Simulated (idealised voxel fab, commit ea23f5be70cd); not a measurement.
Process module heading - voxel released beams
For reference, the cross-section in this document is cut, with width 280 nm and square cells of 5 nm.
This document writes a cross-section as a grid whose cells are square, and gives it as bands, listed from the top down; one or more rows of cells form a band.
Each band's line starts with the height of the band's top and of its bottom, in nm. Then come its materials from left to right, each with its width in nm. One material with "edge to edge" fills the band from edge to edge. "blank" is empty space.
Heights are reckoned from 0. Under this level, the received wafer is all of one material. The bottommost band is open-ended downward, for example "top 0, no bottom".
The two numbers in a width such as "30 to 40" mark its ends across the band: the first belongs to the top row of cells, the second to the bottom row, and from each row to the next the width moves by the same amount.
No cell of the cross-section changed in a step that is given as "no change".
"Sealed void list" specifies each empty space that is not open to the top and that occupies no fewer than 8 cells, using the form width x height at distance, the distance measured from the left edge and all three quantities in nm.
What comes after the settings on a step's line is commentary from the simulator itself on that step.
Each step line may optionally specify "overlay nm", which for a step with a mask gives the rightward distance between the mask's planned place and where it lay, a negative value indicating the leftward direction.
Listed below are the process steps as planned
step 1: RECEIVE, material Si
step 2: CONFORMAL_DEP, material SiN, thk nm 5
step 3: DIRECTIONAL_DEP, material SiO2, thk nm 20
step 4: PATTERN, tone open, mask id ANCHOR, material resist, width nm 30, thk nm 15, overlay nm 0
step 5: DIRECTIONAL_ETCH, etch materials SiO2, depth nm 20
step 6: STRIP, etch materials resist
step 7: CONFORMAL_DEP, material TiN, thk nm 10
step 8: DIRECTIONAL_DEP, material aC, thk nm 10
step 9: PATTERN, tone cover, mask id BEAM, material resist, width nm 105, thk nm 30, overlay nm 0
step 10: DIRECTIONAL_ETCH, etch materials aC, depth nm 10
step 11: STRIP, etch materials resist
step 12: DIRECTIONAL_ETCH, etch materials TiN, depth nm 10
step 13: STRIP, etch materials aC
step 14: STRIP, etch materials SiO2
First of two wafers, with the run carried out as planned
Delivered wafer in cross-section: state after step 1
	top 0, no bottom  Si edge to edge
	Sealed void list: none
Step 2 done - wafer cross-section
	top 5, bottom 0  SiN edge to edge
	Below a height of 0, the structure has not been altered.
Step 3 done - wafer cross-section
	top 25, bottom 5  SiO2 edge to edge
	Below a height of 5, the structure has not been altered.
Step 4 done - wafer cross-section
	top 40, bottom 25  90 resist  30 blank  160 resist
	Below a height of 25, the structure has not been altered.
Step 5 done - wafer cross-section
	top 40, bottom 25  90 resist  30 blank  160 resist
	top 25, bottom 5  90 SiO2  30 blank  160 SiO2
	Below a height of 5, the structure has not been altered.
Step 6 done - wafer cross-section
	top 25, bottom 5  90 SiO2  30 blank  160 SiO2
	Below a height of 5, the structure has not been altered.
Step 7 done - wafer cross-section
	top 35, bottom 25  100 TiN  10 blank  170 TiN
	top 25, bottom 15  90 SiO2  10 TiN  10 blank  10 TiN  160 SiO2
	top 15, bottom 5  90 SiO2  30 TiN  160 SiO2
	Below a height of 5, the structure has not been altered.
Step 8 done - wafer cross-section
	top 45, bottom 35  100 aC  10 blank  170 aC
	top 35, bottom 25  100 TiN  10 blank  170 TiN
	top 25, bottom 15  90 SiO2  10 TiN  10 aC  10 TiN  160 SiO2
	Below a height of 15, the structure has not been altered.
Step 9 done - wafer cross-section
	top 75, bottom 45  85 blank  105 resist  90 blank
	top 45, bottom 35  100 aC  10 resist  170 aC
	top 35, bottom 25  100 TiN  10 resist  170 TiN
	Below a height of 25, the structure has not been altered.
Step 10 done - wafer cross-section
	top 65, bottom 45  85 blank  105 resist  90 blank
	top 45, bottom 35  85 blank  15 aC  10 resist  80 aC  90 blank
	Below a height of 35, the structure has not been altered.
Step 11 done - wafer cross-section
	top 45, bottom 35  85 blank  15 aC  10 blank  80 aC  90 blank
	top 35, bottom 25  100 TiN  10 blank  170 TiN
	Below a height of 25, the structure has not been altered.
Step 12 done - wafer cross-section
	top 45, bottom 35  85 blank  15 aC  10 blank  80 aC  90 blank
	top 35, bottom 25  85 blank  15 TiN  10 blank  80 TiN  90 blank
	Below a height of 25, the structure has not been altered.
Step 13 done - wafer cross-section
	top 35, bottom 25  85 blank  15 TiN  10 blank  80 TiN  90 blank
	top 25, bottom 15  90 SiO2  10 TiN  10 blank  10 TiN  160 SiO2
	Below a height of 15, the structure has not been altered.
Step 14 done - wafer cross-section
	top 35, bottom 25  85 blank  15 TiN  10 blank  80 TiN  90 blank
	top 25, bottom 15  90 blank  10 TiN  10 blank  10 TiN  160 blank
	top 15, bottom 5  90 blank  30 TiN  160 blank
	Below a height of 5, the structure has not been altered.
Here the second wafer is described. Its start and its plan were those of the first wafer. Its run contained one mistake. Up to and including step 6, it did exactly what the first wafer did
Second wafer, sectioned view, at step 7's planned end time
	top 40, bottom 25  TiN edge to edge
	top 25, bottom 5  90 SiO2  30 TiN  160 SiO2
	Below a height of 5, the structure has not been altered.
Second wafer, sectioned view, at step 8's planned end time
	top 50, bottom 40  aC edge to edge
	Below a height of 40, the structure has not been altered.
Second wafer, sectioned view, at step 9's planned end time
	top 80, bottom 50  85 blank  105 resist  90 blank
	Below a height of 50, the structure has not been altered.
Second wafer, sectioned view, at step 10's planned end time
	top 70, bottom 50  85 blank  105 resist  90 blank
	top 50, bottom 40  85 blank  105 aC  90 blank
	Below a height of 40, the structure has not been altered.
Second wafer, sectioned view, at step 11's planned end time
	top 50, bottom 40  85 blank  105 aC  90 blank
	Below a height of 40, the structure has not been altered.
Second wafer, sectioned view, at step 12's planned end time
	top 50, bottom 40  85 blank  105 aC  90 blank
	top 40, bottom 30  85 blank  105 TiN  90 blank
	Below a height of 30, the structure has not been altered.
Second wafer, sectioned view, at step 13's planned end time
	top 40, bottom 30  85 blank  105 TiN  90 blank
	Below a height of 30, the structure has not been altered.
Second wafer, sectioned view, at step 14's planned end time: no change
Which mistake was made when the wafer was run? off-plan run, step 7, actual operation and settings CONFORMAL_DEP, material TiN, thk nm 15
Final difference in cells, second wafer against first, listed per material as more or fewer: 200 more of SiO2; 64 more of TiN
